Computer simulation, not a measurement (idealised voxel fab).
The document below concerns the process module designated voxel quadruple lines.
Cross-sectional view cut (width: 140 nm; square cell size: 5 nm).
When this document writes out a cross-section, it uses a grid of square cells and lists it as bands, beginning at the top and moving down, with a band standing for one or more rows of cells.
Band entry format. Leading values: height of top, height of bottom, nm. Remainder: materials in left-to-right order, each with its width in nm. Special words: "all across" on a single material, which then fills the band edge to edge; "empty", empty space.
Measure heights from 0. That's the level where, below it, the as-received wafer is all one material. The lowest band is bottomless and extends downward; write it as in "0 down".
With a width like "30->40", each row of cells in the band differs from the next by the same amount, the top row carrying the first number and the bottom row the second.
The designation "no change occurred", where it is given for a processing step, indicates that no cell of the cross-section was altered in the course of that step.
The label "Closed voids list" introduces a list of the empty spaces, 8 cells or larger, that have no open way up to the top; each entry in it reads width x height at distance, where the distance is taken from the left edge and all three are stated in nm.
Anything after a step's settings on that line? It's the simulator's own note about the step.
overlay nm: right-of-plan distance of the mask on a masked step; negative values mean left-of-plan.
## Below is the list of planned process steps
1: RECEIVE,material Si
2: CONFORMAL_DEP,material Al2O3,thk nm 10
3: DIRECTIONAL_DEP,material W,thk nm 15
4: DIRECTIONAL_DEP,material polySi,thk nm 20
5: DIRECTIONAL_DEP,material aC,thk nm 20
6: PATTERN,tone cover,mask id MANDREL,material resist,width nm 20,thk nm 25,overlay nm 0
7: DIRECTIONAL_ETCH,etch materials aC,depth nm 20
8: STRIP,etch materials resist
9: CONFORMAL_DEP,material SiO2,thk nm 10
10: DIRECTIONAL_ETCH,etch materials SiO2,depth nm 10
11: STRIP,etch materials aC
12: DIRECTIONAL_ETCH,etch materials polySi,depth nm 20
13: STRIP,etch materials SiO2
14: CONFORMAL_DEP,material SiN,thk nm 5
15: DIRECTIONAL_ETCH,etch materials SiN,depth nm 5
16: STRIP,etch materials polySi
17: DIRECTIONAL_ETCH,etch materials W,depth nm 15
18: STRIP,etch materials SiN
19: FILL_DEP,material lowk,thk nm 5
20: CMP,height nm 25
## Cross-section of the wafer as it came to us, i.e., already through step 1
* 0 down | Si all across
* Closed voids list: none
## First of two wafers, end-of-module section, run followed plan
* 25 to 10 | lowk: 45, then W: 5, then lowk: 10, then W: 5, then lowk: 10, then W: 5, then lowk: 10, then W: 5, then lowk: 45
* 10 to 0 | Al2O3 all across
* 0 down | Si all across
* Closed voids list: none
## Second wafer cross-section at end of module - shared start and plan with the first, one mistake in the run
* 25 to 10 | lowk: 45, then W: 5, then lowk: 10, then W: 5, then lowk: 15, then W: 5, then lowk: 10, then W: 5, then lowk: 40
* 10 to 0 | Al2O3 all across
* 0 down | Si all across
* Closed voids list: none
Where did the run depart from the plan? step 6 did not happen as planned, as run it was PATTERN,tone cover,mask id MANDREL,material resist,width nm 25,thk nm 25,overlay nm 0
At the end, the second wafer has the same number of cells of each material as the first, but those cells sit in other places.
